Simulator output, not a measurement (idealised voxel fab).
Title: Process Module voxel transistor to metal
Shown is cross-section cut, with a width of 205 nm and square cells of size 5 nm.
How to read a cross-section here: the picture is a grid of square cells, written as bands going from the top down, and any band can span one or more rows of cells. Look at the band entry: it leads with the top's height and the bottom's height in nm. Then it lists the materials left to right, with a width in nm for each. The word "all across" on a single material says that material fills the band edge to edge. The word "blank" is empty space. Height datum 0, below which the as-received substrate wafer is one material. Lowest band open at the bottom, running downward: "0 nm and below". Note: "30..40" means the width goes from the first number (top row of the band) to the second number (bottom row) in equal steps per row of cells. Step note "no change occurred" = no cross-section cell changed. Basically, "Closed void catalog" tells you about the enclosed voids: empty spaces with no open way to the top, 8 cells or bigger, each written width x height at distance, where distance is from the left edge, all in nm. The remark found on a step's line after its settings is issued by the simulator itself and pertains to that step. The setting "overlay nm" may be written on the line of a step. When the step uses a mask, the value reports how far to the right of the planned place the mask lay, and a negative value reports that it lay to the left.
LISTED BELOW ARE THE PROCESS STEPS AS PLANNED
1. RECEIVE (material Si)
2. OXIDIZE (depth nm 5)
3. CONFORMAL_DEP (material SiN; thk nm 10)
4. MASKED_ETCH (tone cover; mask id ACTIVE; width nm 95; etch materials SiN; depth nm 10; overlay nm 0)
5. MASKED_ETCH (tone cover; mask id ACTIVE; width nm 95; etch materials SiO2; depth nm 5; overlay nm 0)
6. MASKED_ETCH (tone cover; mask id ACTIVE; width nm 95; etch materials Si; depth nm 30; overlay nm 0)
7. OXIDIZE (depth nm 5)
8. FILL_DEP (material SiO2; thk nm 5)
9. CMP (height nm 10)
10. SELECTIVE_ETCH (etch materials SiO2; depth nm 5)
11. STRIP (etch materials SiN)
12. SELECTIVE_ETCH (etch materials SiO2; depth nm 5)
13. OXIDIZE (depth nm 5)
14. DIRECTIONAL_DEP (material polySi; thk nm 20)
15. DIRECTIONAL_DEP (material SiCN; thk nm 10)
16. MASKED_ETCH (tone cover; mask id GATE; width nm 25; etch materials SiCN; depth nm 20; overlay nm 0)
17. MASKED_ETCH (tone cover; mask id GATE; width nm 25; etch materials polySi; depth nm 30; overlay nm 0)
18. CONFORMAL_DEP (material SiO2; thk nm 5)
19. DIRECTIONAL_ETCH (etch materials SiO2; depth nm 5)
20. CONFORMAL_DEP (material SiN; thk nm 5)
21. DIRECTIONAL_ETCH (etch materials SiN; depth nm 5)
22. DIRECTIONAL_ETCH (etch materials SiO2; depth nm 5)
23. EPI (material pSi; thk nm 5)
24. FILL_DEP (material SiO2; thk nm 10)
25. CMP (height nm 25)
26. DIRECTIONAL_DEP (material SiO2; thk nm 10)
27. DIRECTIONAL_DEP (material aC; thk nm 15)
28. PATTERN (tone open; mask id CONTACT; material resist; width nm 15; pitch nm 70; thk nm 35; overlay nm 0)
29. DIRECTIONAL_ETCH (etch materials aC; depth nm 15)
30. STRIP (etch materials resist)
31. DIRECTIONAL_ETCH (etch materials SiO2; depth nm 40)
32. STRIP (etch materials aC)
33. CONFORMAL_DEP (material TiN; thk nm 5)
34. FILL_DEP (material W; thk nm 10)
35. CMP (height nm 35)
36. CONFORMAL_DEP (material SiCN; thk nm 5)
37. DIRECTIONAL_DEP (material lowk; thk nm 20)
38. MASKED_ETCH (tone open; mask id METAL_1; width nm 15; pitch nm 70; etch materials lowk; depth nm 20; overlay nm 0)
39. MASKED_ETCH (tone open; mask id METAL_1; width nm 15; pitch nm 70; etch materials SiCN; depth nm 5; overlay nm 0)
40. CONFORMAL_DEP (material TiN; thk nm 5)
41. FILL_DEP (material Cu; thk nm 10)
42. CMP (height nm 60)
43. CONFORMAL_DEP (material SiN; thk nm 5)
WAFER AT RECEIPT (POST STEP 1), CROSS-SECTION
> 0 nm and below = Si all across
> Closed void catalog: none
HERE'S THE WAFER CUT IN CROSS-SECTION AFTER THE MODULE, STARTED AND PLANNED JUST LIKE ABOVE, EXCEPT ONE THING WAS DONE WRONG IN THE RUN
> 65 nm to 60 nm = SiN all across
> 60 nm to 40 nm = lowk (60) / TiN (5) / Cu (5) / TiN (5) / lowk (55) / TiN (5) / Cu (5) / TiN (5) / lowk (60)
> 40 nm to 35 nm = SiCN (60) / TiN (15) / SiCN (55) / TiN (15) / SiCN (60)
> 35 nm to 25 nm = SiO2 (60) / TiN (5) / W (5) / TiN (5) / SiO2 (55) / TiN (5) / W (5) / TiN (5) / SiO2 (60)
> 25 nm to 15 nm = SiO2 (60) / TiN (5) / W (5) / TiN (5) / SiO2 (5) / SiN (5) / SiO2 (5) / SiCN (25) / SiO2 (5) / SiN (5) / SiO2 (5) / TiN (5) / W (5) / TiN (5) / SiO2 (60)
> 15 nm to 0 nm = SiO2 (60) / TiN (5) / W (5) / TiN (5) / SiO2 (5) / SiN (5) / SiO2 (5) / polySi (25) / SiO2 (5) / SiN (5) / SiO2 (5) / TiN (5) / W (5) / TiN (5) / SiO2 (60)
> 0 nm to -5 nm = SiO2 (55) / SiN (5) / TiN (15) / SiO2 (5) / SiN (5) / SiO2 (5) / polySi (25) / SiO2 (5) / SiN (5) / SiO2 (5) / TiN (15) / SiO2 (5) / SiN (5) / SiO2 (50)
> -5 nm to -10 nm = SiO2 (60) / pSi (20) / SiO2 (45) / pSi (25) / SiO2 (55)
> -10 nm to -40 nm = SiO2 (60) / Si (90) / SiO2 (55)
> -40 nm and below = Si all across
> Closed void catalog: none
Against the plan, the run slipped here: step 4: run off-plan, actual operation and settings MASKED_ETCH (tone cover; mask id ACTIVE; width nm 100; etch materials SiN; depth nm 10; overlay nm 0)
